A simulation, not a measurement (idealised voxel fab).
process module | voxel quadruple lines
cross-section cut | 285 nm wide | cells 5 nm
A cross-section is a grid of square cells, given in bands from the top down. A band is one or more rows of cells.
Each band's line starts with the height of the band's top and of its bottom, in nm. Then come its materials from left to right, each with its width in nm. One material with "throughout" fills the band from edge to edge. "air" is empty space.
Height 0 is the level under which the wafer as received is all one material. The lowest band goes on downwards, as in "0 down".
A width such as "30 to 40" changes by the same amount from each row of cells to the next, from the band's top row to its bottom row.
"no change" after a step means that no cell of the cross-section changed.
closed voids: empty space of 8 cells or more with no open way to the top, each as width x height at its distance from the left edge, in nm
after a step's settings: what the simulator itself notes on the step
overlay nm, on a step with a mask: how far to the right of its planned place the mask lay; to the left if negative
plan
1 op RECEIVE | material Si
2 op CONFORMAL_DEP | material Al2O3 | thk nm 5
3 op DIRECTIONAL_DEP | material W | thk nm 15
4 op DIRECTIONAL_DEP | material polySi | thk nm 20
5 op DIRECTIONAL_DEP | material aC | thk nm 25
6 op PATTERN | tone cover | mask id MANDREL | material resist | width nm 30 | thk nm 30 | overlay nm 0
7 op DIRECTIONAL_ETCH | etch materials aC | depth nm 25
8 op STRIP | etch materials resist
9 op CONFORMAL_DEP | material SiO2 | thk nm 10
10 op DIRECTIONAL_ETCH | etch materials SiO2 | depth nm 10
11 op STRIP | etch materials aC
12 op DIRECTIONAL_ETCH | etch materials polySi | depth nm 20
13 op STRIP | etch materials SiO2
14 op CONFORMAL_DEP | material SiN | thk nm 10
15 op DIRECTIONAL_ETCH | etch materials SiN | depth nm 10
16 op STRIP | etch materials polySi
17 op DIRECTIONAL_ETCH | etch materials W | depth nm 15
18 op STRIP | etch materials SiN
19 op FILL_DEP | material lowk | thk nm 5
20 op CMP | height nm 20
first wafer, as planned
as received, after step 1
  0 down: Si throughout
  closed voids: none
after step 2
  5 to 0: Al2O3 throughout
  below 0: unchanged
after step 3
  20 to 5: W throughout
  below 5: unchanged
after step 4
  40 to 20: polySi throughout
  below 20: unchanged
after step 5
  65 to 40: aC throughout
  below 40: unchanged
after step 6
  95 to 65: air 125 | resist 30 | air 130
  below 65: unchanged
after step 7
  70 to 65: air 125 | resist 30 | air 130
  65 to 40: air 125 | aC 30 | air 130
  below 40: unchanged
after step 8
  65 to 40: air 125 | aC 30 | air 130
  below 40: unchanged
after step 9
  75 to 65: air 115 | SiO2 50 | air 120
  65 to 50: air 115 | SiO2 10 | aC 30 | SiO2 10 | air 120
  50 to 40: SiO2 125 | aC 30 | SiO2 130
  below 40: unchanged
after step 10
  65 to 40: air 115 | SiO2 10 | aC 30 | SiO2 10 | air 120
  below 40: unchanged
after step 11
  65 to 40: air 115 | SiO2 10 | air 30 | SiO2 10 | air 120
  below 40: unchanged
after step 12
  65 to 40: air 115 | SiO2 10 | air 30 | SiO2 10 | air 120
  40 to 20: air 115 | polySi 10 | air 30 | polySi 10 | air 120
  below 20: unchanged
after step 13
  40 to 20: air 115 | polySi 10 | air 30 | polySi 10 | air 120
  below 20: unchanged
after step 14
  50 to 40: air 105 | SiN 30 | air 10 | SiN 30 | air 110
  40 to 30: air 105 | SiN 10 | polySi 10 | SiN 10 | air 10 | SiN 10 | polySi 10 | SiN 10 | air 110
  30 to 20: SiN 115 | polySi 10 | SiN 30 | polySi 10 | SiN 120
  below 20: unchanged
after step 15
  40 to 20: air 105 | SiN 10 | polySi 10 | SiN 10 | air 10 | SiN 10 | polySi 10 | SiN 10 | air 110
  below 20: unchanged
after step 16
  40 to 20: air 105 | SiN 10 | air 10 | SiN 10 | air 10 | SiN 10 | air 10 | SiN 10 | air 110
  below 20: unchanged
after step 17
  40 to 20: air 105 | SiN 10 | air 10 | SiN 10 | air 10 | SiN 10 | air 10 | SiN 10 | air 110
  20 to 5: air 105 | W 10 | air 10 | W 10 | air 10 | W 10 | air 10 | W 10 | air 110
  below 5: unchanged
after step 18
  20 to 5: air 105 | W 10 | air 10 | W 10 | air 10 | W 10 | air 10 | W 10 | air 110
  below 5: unchanged
after step 19
  25 to 20: lowk throughout
  20 to 5: lowk 105 | W 10 | lowk 10 | W 10 | lowk 10 | W 10 | lowk 10 | W 10 | lowk 110
  below 5: unchanged
after step 20
  20 to 5: lowk 105 | W 10 | lowk 10 | W 10 | lowk 10 | W 10 | lowk 10 | W 10 | lowk 110
  below 5: unchanged
second wafer: like start, like plan, one mistake. Through step 5 it matches the first wafer
when step 6 should have ended
  95 to 65: air 125 | resist 35 | air 125
  below 65: unchanged
when step 7 should have ended
  70 to 65: air 125 | resist 35 | air 125
  65 to 40: air 125 | aC 35 | air 125
  below 40: unchanged
when step 8 should have ended
  65 to 40: air 125 | aC 35 | air 125
  below 40: unchanged
when step 9 should have ended
  75 to 65: air 115 | SiO2 55 | air 115
  65 to 50: air 115 | SiO2 10 | aC 35 | SiO2 10 | air 115
  50 to 40: SiO2 125 | aC 35 | SiO2 125
  below 40: unchanged
when step 10 should have ended
  65 to 40: air 115 | SiO2 10 | aC 35 | SiO2 10 | air 115
  below 40: unchanged
when step 11 should have ended
  65 to 40: air 115 | SiO2 10 | air 35 | SiO2 10 | air 115
  below 40: unchanged
when step 12 should have ended
  65 to 40: air 115 | SiO2 10 | air 35 | SiO2 10 | air 115
  40 to 20: air 115 | polySi 10 | air 35 | polySi 10 | air 115
  below 20: unchanged
when step 13 should have ended
  40 to 20: air 115 | polySi 10 | air 35 | polySi 10 | air 115
  below 20: unchanged
when step 14 should have ended
  50 to 40: air 105 | SiN 30 | air 15 | SiN 30 | air 105
  40 to 30: air 105 | SiN 10 | polySi 10 | SiN 10 | air 15 | SiN 10 | polySi 10 | SiN 10 | air 105
  30 to 20: SiN 115 | polySi 10 | SiN 35 | polySi 10 | SiN 115
  below 20: unchanged
when step 15 should have ended
  40 to 20: air 105 | SiN 10 | polySi 10 | SiN 10 | air 15 | SiN 10 | polySi 10 | SiN 10 | air 105
  below 20: unchanged
when step 16 should have ended
  40 to 20: air 105 | SiN 10 | air 10 | SiN 10 | air 15 | SiN 10 | air 10 | SiN 10 | air 105
  below 20: unchanged
when step 17 should have ended
  40 to 20: air 105 | SiN 10 | air 10 | SiN 10 | air 15 | SiN 10 | air 10 | SiN 10 | air 105
  20 to 5: air 105 | W 10 | air 10 | W 10 | air 15 | W 10 | air 10 | W 10 | air 105
  below 5: unchanged
when step 18 should have ended
  20 to 5: air 105 | W 10 | air 10 | W 10 | air 15 | W 10 | air 10 | W 10 | air 105
  below 5: unchanged
when step 19 should have ended
  25 to 20: lowk throughout
  20 to 5: lowk 105 | W 10 | lowk 10 | W 10 | lowk 15 | W 10 | lowk 10 | W 10 | lowk 105
  below 5: unchanged
when step 20 should have ended
  20 to 5: lowk 105 | W 10 | lowk 10 | W 10 | lowk 15 | W 10 | lowk 10 | W 10 | lowk 105
  below 5: unchanged
what went wrong: step 6 ran as: op PATTERN | tone cover | mask id MANDREL | material resist | width nm 35 | thk nm 30 | overlay nm 0
at the end the second wafer has, in cells: as many of each material as the first, in other places
